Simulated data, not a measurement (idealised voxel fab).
process module | voxel ribs on slabs
cross-section cut | 295 nm wide | cells 5 nm
A cross-section is a grid of square cells, given in bands from the top down. A band is one or more rows of cells.
Each band's line starts with the height of the band's top and of its bottom, in nm. Then come its materials from left to right, each with its width in nm. One material with "throughout" fills the band from edge to edge. "air" is empty space.
Height 0 is the level under which the wafer as received is all one material. The lowest band goes on downwards, as in "0 down".
A width such as "30 to 40" changes by the same amount from each row of cells to the next, from the band's top row to its bottom row.
"no change" after a step means that no cell of the cross-section changed.
closed voids: empty space of 8 cells or more with no open way to the top, each as width x height at its distance from the left edge, in nm
after a step's settings: what the simulator itself notes on the step
overlay nm, on a step with a mask: how far to the right of its planned place the mask lay; to the left if negative
plan
1 op RECEIVE | material Si
2 op DIRECTIONAL_DEP | material SiO2 | thk nm 30
3 op DIRECTIONAL_DEP | material SiN | thk nm 25
4 op DIRECTIONAL_DEP | material aC | thk nm 15
5 op PATTERN | tone cover | mask id RIB | material resist | width nm 15 | thk nm 30 | overlay nm 0
6 op DIRECTIONAL_ETCH | etch materials aC | depth nm 15
7 op STRIP | etch materials resist
8 op DIRECTIONAL_ETCH | etch materials SiN | depth nm 20
9 op STRIP | etch materials aC
10 op MASKED_ETCH | tone cover | mask id SLAB | width nm 55 | etch materials SiN | depth nm 5 | overlay nm 0
11 op FILL_DEP | material SiO2 | thk nm 30
12 op CMP | height nm 75
13 op DIRECTIONAL_DEP | material W | thk nm 5
14 op DIRECTIONAL_DEP | material aC | thk nm 15
15 op PATTERN | tone cover | mask id HEATER | material resist | width nm 25 | thk nm 30 | overlay nm 0
16 op DIRECTIONAL_ETCH | etch materials aC | depth nm 15
17 op STRIP | etch materials resist
18 op DIRECTIONAL_ETCH | etch materials W | depth nm 5
19 op STRIP | etch materials aC
20 op CONFORMAL_DEP | material SiN | thk nm 5
as received, after step 1
  0 down: Si throughout
  closed voids: none
first wafer at the end, as planned
  85 to 80: air 130 | SiN 35 | air 130
  80 to 75: SiN 135 | W 25 | SiN 135
  75 to 55: SiO2 throughout
  55 to 35: SiO2 140 | SiN 15 | SiO2 140
  35 to 30: SiO2 120 | SiN 55 | SiO2 120
  30 to 0: SiO2 throughout
  0 down: Si throughout
  closed voids: none
second wafer at the end: like start, like plan, one mistake
  85 to 80: air 120 | SiN 35 | air 140
  80 to 75: SiN 125 | W 25 | SiN 145
  75 to 55: SiO2 throughout
  55 to 35: SiO2 140 | SiN 15 | SiO2 140
  35 to 30: SiO2 120 | SiN 55 | SiO2 120
  30 to 0: SiO2 throughout
  0 down: Si throughout
  closed voids: none
what went wrong: step 15 ran as: op PATTERN | tone cover | mask id HEATER | material resist | width nm 25 | thk nm 30 | overlay nm -10
at the end the second wafer has, in cells: as many of each material as the first, in other places
